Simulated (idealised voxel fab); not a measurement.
Process module under the name voxel self aligned vias
In the cross-section labelled cut, the width is 185 nm and each square cell is 5 nm.
Cross-section layout: square cells on a grid; listed as bands, top to bottom; a band spans one or more cell rows.
This entry defines a band. It first specifies the height of the band's top and the height of its bottom in nm, and then specifies the band's materials from left to right, stating each material with its width in nm. The word "full width" identifies a single material that fills the band from edge to edge, while the word "blank" identifies empty space.
Heights from 0 (as-received wafer is one material below). Bottom band endless downward, as "top 0, no bottom".
A two-number width, for instance "30 to 40", indicates that the width is equal to the first number in the top row of the band and to the second number in the bottom row, and that it changes by a constant amount per row of cells.
Step marked "identical to before"? Then no cell in the cross-section changed in it.
The label "Non-vented voids" introduces a list of the empty spaces, 8 cells or larger, that have no open way up to the top; each entry in it reads width x height at distance, where the distance is taken from the left edge and all three are stated in nm.
Whatever follows a step's settings on its line is a remark the simulator itself makes about that step.
"overlay nm" answers the question of how far to the right of plan the mask lay on a step that has a mask, and when it is negative the answer is to the left.
THE STEPS PLANNED FOR THE PROCESS ARE AS FOLLOWS
1. RECEIVE,material Si
2. CONFORMAL_DEP,material SiO2,thk nm 10
3. CONFORMAL_DEP,material SiCN,thk nm 5
4. DIRECTIONAL_DEP,material SiO2,thk nm 30
5. DIRECTIONAL_DEP,material aC,thk nm 10
6. PATTERN,tone open,mask id LINES,material resist,width nm 20,pitch nm 70,thk nm 30,overlay nm 0
7. DIRECTIONAL_ETCH,etch materials aC,depth nm 10
8. STRIP,etch materials resist
9. DIRECTIONAL_ETCH,etch materials SiO2,depth nm 30
10. STRIP,etch materials aC
11. CONFORMAL_DEP,material TiN,thk nm 5
12. FILL_DEP,material W,thk nm 10
13. CMP,height nm 45
14. SELECTIVE_ETCH,etch materials W Ru TiN,depth nm 10
15. FILL_DEP,material SiN,thk nm 10
16. CMP,height nm 45
17. DIRECTIONAL_DEP,material SiO2,thk nm 20
18. MASKED_ETCH,tone open,mask id VIAS,width nm 40,pitch nm 70,etch materials SiO2,depth nm 20,overlay nm 0
19. MASKED_ETCH,tone open,mask id VIAS,width nm 40,pitch nm 70,etch materials SiN,depth nm 10,overlay nm 0
20. CONFORMAL_DEP,material TiN,thk nm 5
21. FILL_DEP,material Cu,thk nm 10
22. CMP,height nm 65
23. CONFORMAL_DEP,material SiCN,thk nm 5
INCOMING WAFER, CROSS-SECTIONAL VIEW, POST STEP 1
> top 0, no bottom  Si full width
> Non-vented voids: none
END-OF-MODULE XS, FIRST OF TWO WAFERS, RUN AS PLANNED
> top 70, bottom 65  SiCN full width
> top 65, bottom 50  SiO2 (35), then TiN (5), then Cu (30), then TiN (5), then SiO2 (30), then TiN (5), then Cu (30), then TiN (5), then SiO2 (40)
> top 50, bottom 40  SiO2 (35 to 45), then TiN (15 to 5), then Cu (10), then TiN (15 to 5), then SiO2 (30 to 50), then TiN (15 to 5), then Cu (10), then TiN (15 to 5), then SiO2 (40 to 50)
> top 40, bottom 35  SiO2 (45), then TiN (20), then SiO2 (50), then TiN (20), then SiO2 (50)
> top 35, bottom 20  SiO2 (45), then TiN (5), then W (10), then TiN (5), then SiO2 (50), then TiN (5), then W (10), then TiN (5), then SiO2 (50)
> top 20, bottom 15  SiO2 (45), then TiN (20), then SiO2 (50), then TiN (20), then SiO2 (50)
> top 15, bottom 10  SiCN full width
> top 10, bottom 0  SiO2 full width
> top 0, no bottom  Si full width
> Non-vented voids: none
CROSS-SECTIONAL VIEW: SECOND OF TWO WAFERS, END OF MODULE; START AND PLAN IDENTICAL TO THE FIRST, ONE MISTAKE IN RUNNING
> top 70, bottom 65  SiCN full width
> top 65, bottom 45  SiO2 (35), then TiN (40), then SiO2 (30), then TiN (40), then SiO2 (40)
> top 45, bottom 35  SiO2 (45), then TiN (20), then SiO2 (50), then TiN (20), then SiO2 (50)
> top 35, bottom 20  SiO2 (45), then TiN (5), then W (10), then TiN (5), then SiO2 (50), then TiN (5), then W (10), then TiN (5), then SiO2 (50)
> top 20, bottom 15  SiO2 (45), then TiN (20), then SiO2 (50), then TiN (20), then SiO2 (50)
> top 15, bottom 10  SiCN full width
> top 10, bottom 0  SiO2 full width
> top 0, no bottom  Si full width
> Non-vented voids: none
Finding, execution versus plan: the process deviated at step 21: the operation and settings actually run there were FILL_DEP,material TiN,thk nm 10
Final cells, second wafer relative to first, materials higher or lower: 44 fewer of Cu; 44 more of TiN
